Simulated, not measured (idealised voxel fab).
process module | voxel capacitor over wiring
cross-section cut | 150 nm wide | cells 5 nm
A cross-section is a grid of square cells, given in bands from the top down. A band is one or more rows of cells.
Each band's line starts with the height of the band's top and of its bottom, in nm. Then come its materials from left to right, each with its width in nm. One material with "throughout" fills the band from edge to edge. "air" is empty space.
Height 0 is the level under which the wafer as received is all one material. The lowest band goes on downwards, as in "0 down".
A width such as "30 to 40" changes by the same amount from each row of cells to the next, from the band's top row to its bottom row.
"no change" after a step means that no cell of the cross-section changed.
closed voids: empty space of 8 cells or more with no open way to the top, each as width x height at its distance from the left edge, in nm
after a step's settings: what the simulator itself notes on the step
overlay nm, on a step with a mask: how far to the right of its planned place the mask lay; to the left if negative
plan
1 op RECEIVE | material Si
2 op CONFORMAL_DEP | material SiO2 | thk nm 10
3 op DIRECTIONAL_DEP | material TiN | thk nm 5
4 op DIRECTIONAL_DEP | material W | thk nm 15
5 op MASKED_ETCH | tone cover | mask id METAL_1 | width nm 30 | pitch nm 90 | etch materials W | depth nm 15 | overlay nm 0
6 op MASKED_ETCH | tone cover | mask id METAL_1 | width nm 30 | pitch nm 90 | etch materials TiN | depth nm 5 | overlay nm 0
7 op CONFORMAL_DEP | material SiN | thk nm 5
8 op FILL_DEP | material SiO2 | thk nm 5
9 op CMP | height nm 30
10 op CONFORMAL_DEP | material SiCN | thk nm 5
11 op DIRECTIONAL_DEP | material SiO2 | thk nm 10
12 op MASKED_ETCH | tone open | mask id PLUG_1 | width nm 15 | etch materials SiO2 | depth nm 10 | overlay nm 0
13 op MASKED_ETCH | tone open | mask id PLUG_1 | width nm 15 | etch materials SiCN | depth nm 5 | overlay nm 0
14 op EPI | material Ru | thk nm 10
15 op EPI | material Ru | thk nm 5
16 op DIRECTIONAL_DEP | material TiN | thk nm 5
17 op DIRECTIONAL_DEP | material Al2O3 | thk nm 5
18 op DIRECTIONAL_DEP | material TiN | thk nm 10
19 op DIRECTIONAL_DEP | material aC | thk nm 5
20 op PATTERN | tone cover | mask id UPPER_PLATE | material resist | width nm 65 | thk nm 30 | overlay nm 0
21 op DIRECTIONAL_ETCH | etch materials aC | depth nm 10
22 op STRIP | etch materials resist
23 op DIRECTIONAL_ETCH | etch materials TiN | depth nm 10
24 op DIRECTIONAL_ETCH | etch materials Al2O3 | depth nm 5
25 op STRIP | etch materials aC
26 op DIRECTIONAL_DEP | material aC | thk nm 10
27 op PATTERN | tone cover | mask id LOWER_PLATE | material resist | width nm 75 | thk nm 30 | overlay nm 0
28 op DIRECTIONAL_ETCH | etch materials aC | depth nm 10
29 op STRIP | etch materials resist
30 op DIRECTIONAL_ETCH | etch materials TiN | depth nm 5
31 op STRIP | etch materials aC
32 op FILL_DEP | material SiO2 | thk nm 20
33 op CMP | height nm 80
34 op MASKED_ETCH | tone open | mask id PLUG_2 | width nm 15 | etch materials SiO2 | depth nm 15 | overlay nm 0
35 op CONFORMAL_DEP | material TiN | thk nm 5
36 op FILL_DEP | material W | thk nm 5
37 op CMP | height nm 80
38 op CONFORMAL_DEP | material SiN | thk nm 5
varied across the wafers: thk nm of step 19. The plan shows the first wafer's value. All wafers start alike
first wafer as received, after step 1
  0 down: Si throughout
  closed voids: none
each wafer at the end: cells of each material gained (+) or lost (-) since it was received, then its closed voids
thk nm 5 | +13 Al2O3 | +9 Ru | +27 SiCN | +60 SiN | +303 SiO2 | +60 TiN | +38 W | closed voids: none
thk nm 10 | +13 Al2O3 | +9 Ru | +27 SiCN | +60 SiN | +303 SiO2 | +60 TiN | +38 W | closed voids: none
thk nm 15 | +30 Al2O3 | +9 Ru | +27 SiCN | +60 SiN | +252 SiO2 | +94 TiN | +38 W | closed voids: none
thk nm 20 | +30 Al2O3 | +9 Ru | +27 SiCN | +60 SiN | +252 SiO2 | +94 TiN | +38 W | closed voids: none
thk nm 25 | +30 Al2O3 | +9 Ru | +27 SiCN | +60 SiN | +252 SiO2 | +94 TiN | +38 W | closed voids: none
